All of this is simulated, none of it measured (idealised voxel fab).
The name of this process module is voxel transistor to metal.
The width of the displayed cross-section, cut, is 165 nm; its cells are square, with a size of 5 nm.
A cross-section is a grid of square cells, given in bands from the top down. A band is one or more rows of cells. Band: top height; bottom height; in nm. Then, left to right: material with width in nm, for each material. "edge to edge": a single material spanning edge to edge. "blank": empty space. For the purposes of this specification, 0 denotes the height below which the wafer in its as-received condition is composed wholly of one material, and the lowermost band, lacking a lower limit, extends downward without end, as expressed in "0..down". Quick explanation for "30..40": the width changes in equal steps down the rows of cells, from the first number in the band's top row to the second number in its bottom row. Any step labelled "nothing different" changed none of the cells in the cross-section. Look at "Trapped cavities" for the closed voids: empty spaces with no open path to the top, sized 8 cells or up. Each is width x height at distance, distance from the left edge, all nm. What comes after the settings on a step's line is commentary from the simulator itself on that step. On any step carrying a mask, the "overlay nm" setting, if present on the step's line, tells how far right of its planned place the mask lay; negative values point to the left.
## Listed below are the process steps as planned
1,RECEIVE, material Si
2,CONFORMAL_DEP, material SiO2, thk nm 5
3,CONFORMAL_DEP, material SiN, thk nm 10
4,PATTERN, tone cover, mask id ACTIVE, material resist, width nm 105, thk nm 15, overlay nm 0
5,DIRECTIONAL_ETCH, etch materials SiN, depth nm 10
6,DIRECTIONAL_ETCH, etch materials SiO2, depth nm 5
7,DIRECTIONAL_ETCH, etch materials Si, depth nm 20
8,STRIP, etch materials resist
9,FILL_DEP, material SiO2, thk nm 10
10,CMP, height nm 15
11,SELECTIVE_ETCH, etch materials SiO2, depth nm 5
12,STRIP, etch materials SiN
13,SELECTIVE_ETCH, etch materials SiO2, depth nm 5
14,OXIDIZE, depth nm 5
15,DIRECTIONAL_DEP, material polySi, thk nm 25
16,DIRECTIONAL_DEP, material SiCN, thk nm 10
17,DIRECTIONAL_DEP, material aC, thk nm 15
18,PATTERN, tone cover, mask id GATE, material resist, width nm 15, thk nm 30, overlay nm 0
19,DIRECTIONAL_ETCH, etch materials aC, depth nm 15
20,STRIP, etch materials resist
21,DIRECTIONAL_ETCH, etch materials SiCN, depth nm 20
22,DIRECTIONAL_ETCH, etch materials polySi, depth nm 35
23,STRIP, etch materials aC
24,CONFORMAL_DEP, material SiO2, thk nm 5
25,DIRECTIONAL_ETCH, etch materials SiO2, depth nm 5
26,CONFORMAL_DEP, material SiN, thk nm 5
27,DIRECTIONAL_ETCH, etch materials SiN, depth nm 5
28,DIRECTIONAL_ETCH, etch materials SiO2, depth nm 5
29,EPI, material SiGe, thk nm 5
30,FILL_DEP, material SiO2, thk nm 10
31,CMP, height nm 35
32,DIRECTIONAL_DEP, material SiO2, thk nm 10
33,PATTERN, tone open, mask id CONTACT, material resist, width nm 20, pitch nm 65, thk nm 20, overlay nm 0
34,DIRECTIONAL_ETCH, etch materials SiO2, depth nm 45
35,STRIP, etch materials resist
36,CONFORMAL_DEP, material TiN, thk nm 5
37,FILL_DEP, material Ru, thk nm 5
38,CMP, height nm 45
39,DIRECTIONAL_DEP, material TiN, thk nm 5
40,DIRECTIONAL_DEP, material W, thk nm 20
41,MASKED_ETCH, tone cover, mask id METAL_1, width nm 20, pitch nm 65, etch materials W, depth nm 20, overlay nm 0
42,MASKED_ETCH, tone cover, mask id METAL_1, width nm 20, pitch nm 65, etch materials TiN, depth nm 5, overlay nm 0
43,CONFORMAL_DEP, material SiCN, thk nm 5
44,FILL_DEP, material lowk, thk nm 10
45,CMP, height nm 70
46,CONFORMAL_DEP, material SiN, thk nm 5
## So this is the incoming wafer in cross-section - it's already been through step 1
* 0..down: Si edge to edge
* Trapped cavities: none
## First wafer of two, sectioned at end of module; run went per plan
* 75..70: SiN edge to edge
* 70..50: lowk 35 nm; SiCN 5 nm; W 20 nm; SiCN 5 nm; lowk 35 nm; SiCN 5 nm; W 20 nm; SiCN 5 nm; lowk 35 nm
* 50..45: SiCN 40 nm; TiN 20 nm; SiCN 45 nm; TiN 20 nm; SiCN 40 nm
* 45..35: SiO2 40 nm; TiN 5 nm; Ru 10 nm; TiN 5 nm; SiO2 45 nm; TiN 5 nm; Ru 10 nm; TiN 5 nm; SiO2 40 nm
* 35..25: SiO2 40 nm; TiN 5 nm; Ru 10 nm; TiN 5 nm; SiO2 5 nm; SiN 5 nm; SiO2 5 nm; SiCN 15 nm; SiO2 5 nm; SiN 5 nm; SiO2 5 nm; TiN 5 nm; Ru 10 nm; TiN 5 nm; SiO2 40 nm
* 25..5: SiO2 40 nm; TiN 5 nm; Ru 10 nm; TiN 5 nm; SiO2 5 nm; SiN 5 nm; SiO2 5 nm; polySi 15 nm; SiO2 5 nm; SiN 5 nm; SiO2 5 nm; TiN 5 nm; Ru 10 nm; TiN 5 nm; SiO2 40 nm
* 5..0: SiO2 30 nm; SiN 5 nm; SiO2 5 nm; TiN 20 nm; SiO2 5 nm; SiN 5 nm; SiO2 5 nm; polySi 15 nm; SiO2 5 nm; SiN 5 nm; SiO2 5 nm; TiN 20 nm; SiO2 5 nm; SiN 5 nm; SiO2 30 nm
* 0..-5: SiO2 35 nm; SiGe 30 nm; SiO2 35 nm; SiGe 30 nm; SiO2 35 nm
* -5..-20: SiO2 30 nm; Si 105 nm; SiO2 30 nm
* -20..down: Si edge to edge
* Trapped cavities: none
## Cross-sectional image of the second wafer of the two following completion of the module. Starting state and process plan were the same as for the first wafer; one execution error occurred
* 75..70: SiN edge to edge
* 70..50: lowk 35 nm; SiCN 5 nm; W 20 nm; SiCN 5 nm; lowk 35 nm; SiCN 5 nm; W 20 nm; SiCN 5 nm; lowk 35 nm
* 50..45: SiCN 40 nm; TiN 20 nm; SiCN 45 nm; TiN 20 nm; SiCN 40 nm
* 45..40: Ru 35 nm; TiN 5 nm; SiO2 20 nm; TiN 5 nm; Ru 35 nm; TiN 5 nm; SiO2 20 nm; TiN 5 nm; Ru 35 nm
* 40..35: Ru 35 nm; TiN 5 nm; SiO2 20 nm; TiN 45 nm; SiO2 20 nm; TiN 5 nm; Ru 35 nm
* 35..25: Ru 35 nm; TiN 5 nm; SiO2 20 nm; TiN 5 nm; SiN 5 nm; TiN 5 nm; SiCN 15 nm; TiN 5 nm; SiN 5 nm; TiN 5 nm; SiO2 20 nm; TiN 5 nm; Ru 35 nm
* 25..10: Ru 35 nm; TiN 5 nm; SiO2 20 nm; TiN 5 nm; SiN 5 nm; TiN 5 nm; polySi 15 nm; TiN 5 nm; SiN 5 nm; TiN 5 nm; SiO2 20 nm; TiN 5 nm; Ru 35 nm
* 10..5: Ru 25 nm; TiN 15 nm; SiO2 20 nm; TiN 5 nm; SiN 5 nm; TiN 5 nm; polySi 15 nm; TiN 5 nm; SiN 5 nm; TiN 5 nm; SiO2 20 nm; TiN 15 nm; Ru 25 nm
* 5..0: TiN 30 nm; SiN 5 nm; TiN 5 nm; SiO2 20 nm; TiN 5 nm; SiN 5 nm; TiN 5 nm; polySi 15 nm; TiN 5 nm; SiN 5 nm; TiN 5 nm; SiO2 20 nm; TiN 5 nm; SiN 5 nm; TiN 30 nm
* 0..-5: SiO2 35 nm; SiGe 30 nm; SiO2 35 nm; SiGe 30 nm; SiO2 35 nm
* -5..-20: SiO2 30 nm; Si 105 nm; SiO2 30 nm
* -20..down: Si edge to edge
* Trapped cavities: none
Deviation noted in wafer processing: it should be noted that step 33 was executed with settings other than those planned, the operation and settings actually applied being PATTERN, tone cover, mask id CONTACT, material resist, width nm 20, pitch nm 65, thk nm 20, overlay nm 0
The closing comparison, in cells, has the second wafer with more or fewer of some materials than the first: +83 Ru | -116 SiO2 | +33 TiN
